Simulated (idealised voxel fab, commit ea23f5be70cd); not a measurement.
process module | voxel quadruple lines
cross-section cut | 150 nm wide | cells 5 nm
A cross-section is a grid of square cells, given in bands from the top down. A band is one or more rows of cells.
Each band's line starts with the height of the band's top and of its bottom, in nm. Then come its materials from left to right, each with its width in nm. One material with "throughout" fills the band from edge to edge. "air" is empty space.
Height 0 is the level under which the wafer as received is all one material. The lowest band goes on downwards, as in "0 down".
A width such as "30 to 40" changes by the same amount from each row of cells to the next, from the band's top row to its bottom row.
"no change" after a step means that no cell of the cross-section changed.
closed voids: empty space of 8 cells or more with no open way to the top, each as width x height at its distance from the left edge, in nm
after a step's settings: what the simulator itself notes on the step
overlay nm, on a step with a mask: how far to the right of its planned place the mask lay; to the left if negative
plan
1 op RECEIVE | material Si
2 op CONFORMAL_DEP | material Al2O3 | thk nm 10
3 op DIRECTIONAL_DEP | material W | thk nm 10
4 op DIRECTIONAL_DEP | material polySi | thk nm 20
5 op DIRECTIONAL_DEP | material aC | thk nm 20
6 op PATTERN | tone cover | mask id MANDREL | material resist | width nm 30 | thk nm 30 | overlay nm 0
7 op DIRECTIONAL_ETCH | etch materials aC | depth nm 20
8 op STRIP | etch materials resist
9 op CONFORMAL_DEP | material SiO2 | thk nm 10
10 op DIRECTIONAL_ETCH | etch materials SiO2 | depth nm 10
11 op STRIP | etch materials aC
12 op DIRECTIONAL_ETCH | etch materials polySi | depth nm 20
13 op STRIP | etch materials SiO2
14 op CONFORMAL_DEP | material SiCN | thk nm 10
15 op DIRECTIONAL_ETCH | etch materials SiCN | depth nm 10
16 op STRIP | etch materials polySi
17 op DIRECTIONAL_ETCH | etch materials W | depth nm 10
18 op STRIP | etch materials SiCN
as received, after step 1
  0 down: Si throughout
  closed voids: none
first wafer at the end, as planned
  20 to 10: air 40 | W 10 | air 10 | W 10 | air 10 | W 10 | air 10 | W 10 | air 40
  10 to 0: Al2O3 throughout
  0 down: Si throughout
  closed voids: none
second wafer at the end: like start, like plan, one mistake
  20 to 10: air 35 | W 10 | air 10 | W 10 | air 20 | W 10 | air 10 | W 10 | air 35
  10 to 0: Al2O3 throughout
  0 down: Si throughout
  closed voids: none
what went wrong: step 6 ran as: op PATTERN | tone cover | mask id MANDREL | material resist | width nm 40 | thk nm 30 | overlay nm 0
at the end the second wafer has, in cells: as many of each material as the first, in other places
